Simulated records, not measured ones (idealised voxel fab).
process module | voxel wiring stack
cross-section cut | 260 nm wide | cells 5 nm
A cross-section is a grid of square cells, given in bands from the top down. A band is one or more rows of cells.
Each band's line starts with the height of the band's top and of its bottom, in nm. Then come its materials from left to right, each with its width in nm. One material with "throughout" fills the band from edge to edge. "air" is empty space.
Height 0 is the level under which the wafer as received is all one material. The lowest band goes on downwards, as in "0 down".
A width such as "30 to 40" changes by the same amount from each row of cells to the next, from the band's top row to its bottom row.
"no change" after a step means that no cell of the cross-section changed.
closed voids: empty space of 8 cells or more with no open way to the top, each as width x height at its distance from the left edge, in nm
after a step's settings: what the simulator itself notes on the step
overlay nm, on a step with a mask: how far to the right of its planned place the mask lay; to the left if negative
plan
1 op RECEIVE | material Si
2 op CONFORMAL_DEP | material SiO2 | thk nm 10
3 op DIRECTIONAL_DEP | material TiN | thk nm 5
4 op DIRECTIONAL_DEP | material Ru | thk nm 25
5 op MASKED_ETCH | tone cover | mask id METAL_1 | width nm 25 | pitch nm 45 | etch materials Ru | depth nm 25 | overlay nm 0
6 op MASKED_ETCH | tone cover | mask id METAL_1 | width nm 25 | pitch nm 45 | etch materials TiN | depth nm 5 | overlay nm 0
7 op FILL_DEP | material lowk | thk nm 10
8 op CMP | height nm 40
9 op CONFORMAL_DEP | material SiCN | thk nm 5
10 op DIRECTIONAL_DEP | material lowk | thk nm 30
11 op PATTERN | tone open | mask id METAL_2 | material resist | width nm 25 | pitch nm 45 | thk nm 20 | overlay nm 0
12 op DIRECTIONAL_ETCH | etch materials lowk | depth nm 20
13 op STRIP | etch materials resist
14 op PATTERN | tone open | mask id METAL_2_HOLES | material resist | width nm 15 | pitch nm 45 | thk nm 15 | overlay nm 0
15 op DIRECTIONAL_ETCH | etch materials lowk | depth nm 10
16 op DIRECTIONAL_ETCH | etch materials SiCN | depth nm 5
17 op STRIP | etch materials resist
18 op CONFORMAL_DEP | material TiN | thk nm 5
19 op FILL_DEP | material Ru | thk nm 5
20 op CMP | height nm 75
21 op CONFORMAL_DEP | material SiCN | thk nm 5
22 op DIRECTIONAL_DEP | material lowk | thk nm 10
23 op DIRECTIONAL_DEP | material aC | thk nm 10
24 op PATTERN | tone open | mask id PLUG_2 | material resist | width nm 15 | pitch nm 45 | thk nm 30 | overlay nm 0
25 op DIRECTIONAL_ETCH | etch materials aC | depth nm 10
26 op STRIP | etch materials resist
27 op DIRECTIONAL_ETCH | etch materials lowk | depth nm 10
28 op DIRECTIONAL_ETCH | etch materials SiCN | depth nm 5
29 op STRIP | etch materials aC
30 op EPI | material Ru | thk nm 10
31 op EPI | material Ru | thk nm 5
32 op DIRECTIONAL_DEP | material TiN | thk nm 5
33 op DIRECTIONAL_DEP | material W | thk nm 25
34 op PATTERN | tone cover | mask id METAL_3 | material resist | width nm 25 | pitch nm 45 | thk nm 20 | overlay nm 0
35 op DIRECTIONAL_ETCH | etch materials W | depth nm 25
36 op DIRECTIONAL_ETCH | etch materials TiN | depth nm 5
37 op STRIP | etch materials resist
38 op FILL_DEP | material lowk | thk nm 10
39 op CMP | height nm 120
40 op CONFORMAL_DEP | material SiN | thk nm 5
varied across the wafers: width nm of step 14. The plan shows the first wafer's value. All wafers start alike
first wafer as received, after step 1
  0 down: Si throughout
  closed voids: none
first wafer at the end, after step 40
  125 to 120: SiN throughout
  120 to 95: lowk 95 | W 25 | lowk 20 | W 25 | lowk 95
  95 to 90: lowk 95 | TiN 25 | lowk 20 | TiN 25 | lowk 95
  90 to 80: lowk 95 | Ru 15 | lowk 30 | Ru 15 | lowk 105
  80 to 75: SiCN 95 | Ru 15 | SiCN 30 | Ru 15 | SiCN 105
  75 to 60: lowk 95 | TiN 5 | Ru 15 | TiN 5 | lowk 20 | TiN 5 | Ru 15 | TiN 5 | lowk 95
  60 to 55: lowk 95 | TiN 5 | Ru 5 | TiN 15 | lowk 20 | TiN 5 | Ru 5 | TiN 15 | lowk 95
  55 to 45: lowk 95 | TiN 5 | Ru 5 | TiN 5 | lowk 30 | TiN 5 | Ru 5 | TiN 5 | lowk 105
  45 to 40: SiCN 95 | TiN 15 | SiCN 30 | TiN 15 | SiCN 105
  40 to 15: lowk 95 | Ru 25 | lowk 20 | Ru 25 | lowk 95
  15 to 10: lowk 95 | TiN 25 | lowk 20 | TiN 25 | lowk 95
  10 to 0: SiO2 throughout
  0 down: Si throughout
  closed voids: none
last wafer at the end
  125 to 120: SiN throughout
  120 to 95: lowk 95 | W 25 | lowk 20 | W 25 | lowk 95
  95 to 90: lowk 95 | TiN 25 | lowk 20 | TiN 25 | lowk 95
  90 to 80: lowk 95 | Ru 15 | lowk 30 | Ru 15 | lowk 105
  80 to 75: SiCN 95 | Ru 15 | SiCN 30 | Ru 15 | SiCN 105
  75 to 65: lowk 90 | TiN 5 to 10 | Ru 20 to 15 | TiN 5 | lowk 15 | TiN 5 to 10 | Ru 20 to 15 | TiN 5 | lowk 95
  65 to 45: lowk 95 | TiN 5 | Ru 15 | TiN 5 | lowk 20 | TiN 5 | Ru 15 | TiN 5 | lowk 95
  45 to 40: SiCN 95 | TiN 25 | SiCN 20 | TiN 25 | SiCN 95
  40 to 15: lowk 95 | Ru 25 | lowk 20 | Ru 25 | lowk 95
  15 to 10: lowk 95 | TiN 25 | lowk 20 | TiN 25 | lowk 95
  10 to 0: SiO2 throughout
  0 down: Si throughout
  closed voids: none
each wafer at the end: cells of each material gained (+) or lost (-) since it was received, then its closed voids
width nm 15 | +92 Ru | +92 SiCN | +52 SiN | +104 SiO2 | +54 TiN | +50 W | +856 lowk | closed voids: none
width nm 20 | +98 Ru | +90 SiCN | +52 SiN | +104 SiO2 | +54 TiN | +50 W | +852 lowk | closed voids: none
width nm 25 | +100 Ru | +90 SiCN | +52 SiN | +104 SiO2 | +56 TiN | +50 W | +848 lowk | closed voids: none
width nm 30 | +106 Ru | +88 SiCN | +52 SiN | +104 SiO2 | +56 TiN | +50 W | +844 lowk | closed voids: none
